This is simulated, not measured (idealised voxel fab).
A process module follows: voxel self aligned contacts.
Shown is cross-section cut, with a width of 220 nm and square cells of size 5 nm.
Bands, listed from the top down, are how a cross-section gets written in this document; the cross-section itself is a grid of square cells, and a band is one or more rows of them.
Band: top height; bottom height; in nm. Then, left to right: material with width in nm, for each material. "full width": a single material spanning edge to edge. "blank": empty space.
Where do heights start? At 0: under that level the wafer as delivered is made of one material only. And the lowest band has no floor; it just carries on downward, as in "0 and below".
So if you see something like "30 to 40" for the width, read it as the top row of the band sitting at the first number and the bottom row at the second, with every row in between moving by the same amount as the last.
The designation "no change occurred", where it is given for a processing step, indicates that no cell of the cross-section was altered in the course of that step.
Closed-off voids of 8+ cells (no open route to the top) go in "Enclosed empty spaces", written width x height at distance from the left edge, in nm.
On a step's line, text after the settings is the simulator commenting on that step.
The optional step-line setting "overlay nm" applies to steps with a mask and quantifies how far to the right of its planned location the mask lay, a negative value indicating leftward placement.

[The process steps that were planned are listed below]
1: RECEIVE: material Si
2: OXIDIZE: depth nm 5
3: DIRECTIONAL_DEP: material polySi, thk nm 30
4: DIRECTIONAL_DEP: material SiN, thk nm 25
5: PATTERN: tone cover, mask id GATE, material resist, width nm 30, pitch nm 70, thk nm 15, overlay nm 0
6: DIRECTIONAL_ETCH: etch materials SiN, depth nm 25
7: DIRECTIONAL_ETCH: etch materials polySi, depth nm 30
8: STRIP: etch materials resist
9: CONFORMAL_DEP: material SiN, thk nm 10
10: DIRECTIONAL_ETCH: etch materials SiN, depth nm 10
11: FILL_DEP: material SiO2, thk nm 15
12: CMP: height nm 60
13: PATTERN: tone open, mask id CONTACT, material resist, width nm 50, pitch nm 70, thk nm 15, overlay nm 0
14: DIRECTIONAL_ETCH: etch materials SiO2, depth nm 65
15: STRIP: etch materials resist
16: CONFORMAL_DEP: material TiN, thk nm 5
17: FILL_DEP: material W, thk nm 10
18: CMP: height nm 60
19: CONFORMAL_DEP: material SiN, thk nm 5

[This is the cross-section of the wafer as we received it, i.e. after step 1]
* 0 and below | Si full width
* Enclosed empty spaces: none

[End-of-module XS, first of two wafers, run as planned]
* 65 down to 60 | SiN full width
* 60 down to 55 | 50 SiO2 | 20 TiN | 10 W | 20 TiN | 20 SiO2 | 20 TiN | 10 W | 20 TiN | 50 SiO2
* 55 down to 30 | 15 SiO2 | 50 SiN | 5 TiN | 10 W | 5 TiN | 50 SiN | 5 TiN | 10 W | 5 TiN | 50 SiN | 15 SiO2
* 30 down to 0 | 15 SiO2 | 10 SiN | 30 polySi | 10 SiN | 5 TiN | 10 W | 5 TiN | 10 SiN | 30 polySi | 10 SiN | 5 TiN | 10 W | 5 TiN | 10 SiN | 30 polySi | 10 SiN | 15 SiO2
* 0 down to -5 | 65 SiO2 | 20 TiN | 50 SiO2 | 20 TiN | 65 SiO2
* -5 and below | Si full width
* Enclosed empty spaces: none

[Second of two wafers, module complete, sectioned: it shares the first wafer's start and plan but was run with one mistake]
* 65 down to 60 | SiN full width
* 60 down to 55 | 50 SiO2 | 25 TiN | 5 W | 20 TiN | 20 SiO2 | 25 TiN | 5 W | 20 TiN | 50 SiO2
* 55 down to 30 | 15 SiO2 | 55 SiN | 5 TiN | 5 W | 5 TiN | 55 SiN | 5 TiN | 5 W | 5 TiN | 55 SiN | 10 SiO2
* 30 down to 0 | 15 SiO2 | 10 SiN | 35 polySi | 10 SiN | 5 TiN | 5 W | 5 TiN | 10 SiN | 35 polySi | 10 SiN | 5 TiN | 5 W | 5 TiN | 10 SiN | 35 polySi | 10 SiN | 10 SiO2
* 0 down to -5 | 70 SiO2 | 15 TiN | 55 SiO2 | 15 TiN | 65 SiO2
* -5 and below | Si full width
* Enclosed empty spaces: none
So what did we get wrong on this run? step 5 did not use the planned setting and instead ran as PATTERN: tone cover, mask id GATE, material resist, width nm 35, pitch nm 70, thk nm 15, overlay nm 0
It is noted that, at the conclusion of processing, the second wafer exhibits a higher or lower cell count for certain materials relative to the first: +15 SiN, -9 SiO2, -24 W, +18 polySi
